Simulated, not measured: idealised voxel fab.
The document below concerns the process module designated voxel gate over fins.
We display cut, a cross-section 220 nm in width whose square cells are each 5 nm.
A cross-section is written here as square cells arranged in a grid, and it is given in bands from the top down, each band taking up one or more rows of cells.
The entry gives the band's vertical extent as a top height and a bottom height in nm, then its horizontal make-up as materials from left to right, each with a width in nm. "blank" stands for empty space; a single material marked "all across" fills the band edge to edge.
Counting heights begins at 0, where everything beneath is, in the wafer as received, one material. The lowest band has no bottom; it goes on downwards, as "0 -> down" shows.
Read "30 to 40" as a graded width: first number on top, second number at the bottom, same change between each pair of neighbouring rows.
The designation "all unchanged", where it is given for a processing step, indicates that no cell of the cross-section was altered in the course of that step.
Reported under the label "Sealed-off cavities" are the empty spaces having no open way to the top and comprising 8 cells or more; the notation for each is width x height at distance, in which the distance is measured from the left edge and all three values are in nm.
On each step's line, the part that comes after the settings is the simulator's own comment on the step.
If you see "overlay nm" on a step's line and that step has a mask, it's telling you how far right of where it was planned the mask ended up; a negative number means it went left instead.

These are the steps we planned for the process:
| 1 | RECEIVE with material Si |
| 2 | CONFORMAL_DEP with material SiN, thk nm 10 |
| 3 | DIRECTIONAL_DEP with material aC, thk nm 15 |
| 4 | PATTERN with tone cover, mask id FINS, material resist, width nm 15, pitch nm 45, thk nm 30, overlay nm 0 |
| 5 | DIRECTIONAL_ETCH with etch materials aC, depth nm 15 |
| 6 | STRIP with etch materials resist |
| 7 | DIRECTIONAL_ETCH with etch materials SiN, depth nm 10 |
| 8 | DIRECTIONAL_ETCH with etch materials Si, depth nm 30 |
| 9 | STRIP with etch materials aC |
| 10 | FILL_DEP with material SiO2, thk nm 5 |
| 11 | CMP with height nm 10 |
| 12 | SELECTIVE_ETCH with etch materials SiO2, depth nm 20 |
| 13 | STRIP with etch materials SiN |
| 14 | CONFORMAL_DEP with material HfO2, thk nm 5 |
| 15 | CONFORMAL_DEP with material TiN, thk nm 5 |
| 16 | FILL_DEP with material W, thk nm 10 |
| 17 | CMP with height nm 15 |
| 18 | CONFORMAL_DEP with material SiCN, thk nm 10 |

as received, after step 1:
- 0 -> down | Si all across
- Sealed-off cavities: none

first wafer at the end, as planned:
- 25 -> 15 | SiCN all across
- 15 -> 10 | W all across
- 10 -> 5 | W 45 / TiN 35 / W 10 / TiN 35 / W 10 / TiN 35 / W 50
- 5 -> 0 | W 45 / TiN 5 / HfO2 25 / TiN 5 / W 10 / TiN 5 / HfO2 25 / TiN 5 / W 10 / TiN 5 / HfO2 25 / TiN 5 / W 50
- 0 -> -5 | TiN 50 / HfO2 5 / Si 15 / HfO2 5 / TiN 20 / HfO2 5 / Si 15 / HfO2 5 / TiN 20 / HfO2 5 / Si 15 / HfO2 5 / TiN 55
- -5 -> -10 | HfO2 55 / Si 15 / HfO2 30 / Si 15 / HfO2 30 / Si 15 / HfO2 60
- -10 -> -30 | SiO2 55 / Si 15 / SiO2 30 / Si 15 / SiO2 30 / Si 15 / SiO2 60
- -30 -> down | Si all across
- Sealed-off cavities: none

Cross-section, second wafer: same start as the first, same plan as the first, one mistake in running it; taken at the end of the module:
- 25 -> 15 | SiCN all across
- 15 -> 10 | W all across
- 10 -> 5 | W 45 / TiN 35 / W 10 / TiN 35 / W 10 / TiN 35 / W 50
- 5 -> 0 | W 45 / TiN 5 / HfO2 25 / TiN 5 / W 10 / TiN 5 / HfO2 25 / TiN 5 / W 10 / TiN 5 / HfO2 25 / TiN 5 / W 50
- 0 -> -5 | TiN 50 / HfO2 5 / Si 15 / HfO2 5 / TiN 5 / W 10 / TiN 5 / HfO2 5 / Si 15 / HfO2 5 / TiN 5 / W 10 / TiN 5 / HfO2 5 / Si 15 / HfO2 5 / TiN 55
- -5 -> -10 | HfO2 40 / TiN 10 / HfO2 5 / Si 15 / HfO2 5 / TiN 5 / W 10 / TiN 5 / HfO2 5 / Si 15 / HfO2 5 / TiN 5 / W 10 / TiN 5 / HfO2 5 / Si 15 / HfO2 5 / TiN 10 / HfO2 45
- -10 -> -15 | SiO2 35 / HfO2 5 / TiN 10 / HfO2 5 / Si 15 / HfO2 5 / TiN 20 / HfO2 5 / Si 15 / HfO2 5 / TiN 20 / HfO2 5 / Si 15 / HfO2 5 / TiN 10 / HfO2 5 / SiO2 40
- -15 -> -20 | SiO2 35 / HfO2 20 / Si 15 / HfO2 30 / Si 15 / HfO2 30 / Si 15 / HfO2 20 / SiO2 40
- -20 -> -30 | SiO2 55 / Si 15 / SiO2 30 / Si 15 / SiO2 30 / Si 15 / SiO2 60
- -30 -> down | Si all across
- Sealed-off cavities: none
In executing the process, a mistake was made relative to the plan: so 12 and 13 got swapped relative to the plan, each ran where the other was supposed to
FYI, end of process, the second wafer has more or fewer cells of some materials than the first: HfO2 +16, SiO2 -40, TiN +16, W +8
